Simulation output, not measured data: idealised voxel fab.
This is a process module. Its name is voxel fin reveal.
The width of the displayed cross-section, cut, is 275 nm; its cells are square, with a size of 5 nm.
When this document writes out a cross-section, it uses a grid of square cells and lists it as bands, beginning at the top and moving down, with a band standing for one or more rows of cells.
Each band's line starts with the height of the band's top and of its bottom, in nm. Then come its materials from left to right, each with its width in nm. One material with "all across" fills the band from edge to edge. "empty" is empty space.
Heights are expressed relative to 0, this being the level below which the as-received wafer comprises one material exclusively. The lowest band is unbounded in the downward direction and is denoted as in "z 0 and below".
A two-number width, for instance "30 to 40", indicates that the width is equal to the first number in the top row of the band and to the second number in the bottom row, and that it changes by a constant amount per row of cells.
It should be understood that the words "stayed the same", when stated for a given step, signify that the cross-section underwent no change in any of its cells during that step.
Sealed void inventory: empty space of 8 cells or more with no open way to the top, each as width x height at its distance from the left edge, in nm
That trailing text on a step's line, after the settings, is the simulator's own remark on the step.
The "overlay nm" setting may appear on a step's line; for a step that uses a mask, it gives how far to the right of its planned position the mask lay, and a negative value indicates the left.

## The process steps that were planned are listed below
- 1: RECEIVE [material Si]
- 2: CONFORMAL_DEP [material SiN] [thk nm 10]
- 3: MASKED_ETCH [tone cover] [mask id FINS] [width nm 15] [pitch nm 45] [etch materials SiN] [depth nm 10] [overlay nm 0]
- 4: MASKED_ETCH [tone cover] [mask id FINS] [width nm 15] [pitch nm 45] [etch materials Si] [depth nm 35] [overlay nm 0]
- 5: OXIDIZE [depth nm 5]
- 6: FILL_DEP [material SiO2] [thk nm 15]
- 7: CMP [height nm 10]
- 8: SELECTIVE_ETCH [etch materials SiO2] [depth nm 20]
- 9: STRIP [etch materials SiN]

## as received, after step 1
* z 0 and below: Si all across
* Sealed void inventory: none

## Starting wafer: above. Plan: above. Run: one mistake. Cross-section after the module: below
* z 0 to -10: empty 60 nm | Si 15 nm | empty 30 nm | Si 15 nm | empty 30 nm | Si 15 nm | empty 30 nm | Si 15 nm | empty 65 nm
* z -10 to -40: SiO2 60 nm | Si 15 nm | SiO2 30 nm | Si 15 nm | SiO2 30 nm | Si 15 nm | SiO2 30 nm | Si 15 nm | SiO2 65 nm
* z -40 and below: Si all across
* Sealed void inventory: none
Run error: step 3 was processed under conditions differing from the plan, specifically as MASKED_ETCH [tone cover] [mask id FINS] [width nm 25] [pitch nm 45] [etch materials SiN] [depth nm 10] [overlay nm 0]
